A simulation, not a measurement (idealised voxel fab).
voxel ribs on slabs: a process module
cross-section cut | 175 nm wide | cells 5 nm
A cross-section is a grid of square cells, given in bands from the top down. A band is one or more rows of cells.
Band entry format. Leading values: height of top, height of bottom, nm. Remainder: materials in left-to-right order, each with its width in nm. Special words: "throughout" on a single material, which then fills the band edge to edge; "empty", empty space.
Heights are expressed relative to 0, this being the level below which the as-received wafer comprises one material exclusively. The lowest band is unbounded in the downward direction and is denoted as in "0 -> down".
Note: "30..40" means the width goes from the first number (top row of the band) to the second number (bottom row) in equal steps per row of cells.
"no change occurred" -> step changed no cross-section cell.
Reported under the label "Sealed voids" are the empty spaces having no open way to the top and comprising 8 cells or more; the notation for each is width x height at distance, in which the distance is measured from the left edge and all three values are in nm.
Past the settings on a step's line: simulator remark, on that step.
The line of a step may include "overlay nm". On a step with a mask, this value is how far to the right of its planned place the mask lay. A negative value means the mask lay to the left.
# So here's the lineup of process steps we planned
1. RECEIVE (material Si)
2. DIRECTIONAL_DEP (material SiO2; thk nm 30)
3. DIRECTIONAL_DEP (material SiN; thk nm 15)
4. DIRECTIONAL_DEP (material aC; thk nm 15)
5. PATTERN (tone cover; mask id RIB; material resist; width nm 15; thk nm 35; overlay nm 0)
6. DIRECTIONAL_ETCH (etch materials aC; depth nm 15)
7. STRIP (etch materials resist)
8. DIRECTIONAL_ETCH (etch materials SiN; depth nm 5)
9. STRIP (etch materials aC)
10. DIRECTIONAL_DEP (material aC; thk nm 15)
11. PATTERN (tone cover; mask id SLAB; material resist; width nm 45; thk nm 35; overlay nm 0)
12. DIRECTIONAL_ETCH (etch materials aC; depth nm 15)
13. STRIP (etch materials resist)
14. DIRECTIONAL_ETCH (etch materials SiN; depth nm 10)
15. STRIP (etch materials aC)
16. FILL_DEP (material SiO2; thk nm 20)
17. CMP (height nm 55)
18. DIRECTIONAL_DEP (material W; thk nm 10)
19. DIRECTIONAL_DEP (material aC; thk nm 10)
20. PATTERN (tone cover; mask id HEATER; material resist; width nm 25; thk nm 30; overlay nm 0)
21. DIRECTIONAL_ETCH (etch materials aC; depth nm 10)
22. STRIP (etch materials resist)
23. DIRECTIONAL_ETCH (etch materials W; depth nm 10)
24. STRIP (etch materials aC)
25. CONFORMAL_DEP (material SiN; thk nm 10)
# The cross-section here shows the wafer as received, i.e. in its state after step 1
> 0 -> down  Si throughout
> Sealed voids: none
# First of two wafers at the end of the module, shown in cross-section; run carried out as planned
> 75 -> 65  65 empty | 45 SiN | 65 empty
> 65 -> 55  75 SiN | 25 W | 75 SiN
> 55 -> 45  SiO2 throughout
> 45 -> 40  80 SiO2 | 15 SiN | 80 SiO2
> 40 -> 30  65 SiO2 | 45 SiN | 65 SiO2
> 30 -> 0  SiO2 throughout
> 0 -> down  Si throughout
> Sealed voids: none
# Second wafer of the two, sectioned at the end of the module. It began like the first and followed the same plan, but one mistake was made while running it
> 75 -> 70  65 empty | 45 SiN | 65 empty
> 70 -> 65  SiN throughout
> 65 -> 60  75 SiN | 25 W | 75 SiN
> 60 -> 55  W throughout
> 55 -> 45  SiO2 throughout
> 45 -> 40  80 SiO2 | 15 SiN | 80 SiO2
> 40 -> 30  65 SiO2 | 45 SiN | 65 SiO2
> 30 -> 0  SiO2 throughout
> 0 -> down  Si throughout
> Sealed voids: none
Short version of what went wrong: step 23 was processed under conditions differing from the plan, specifically as DIRECTIONAL_ETCH (etch materials W; depth nm 5)
Final cells, second wafer relative to first, materials higher or lower: SiN -4, W +30
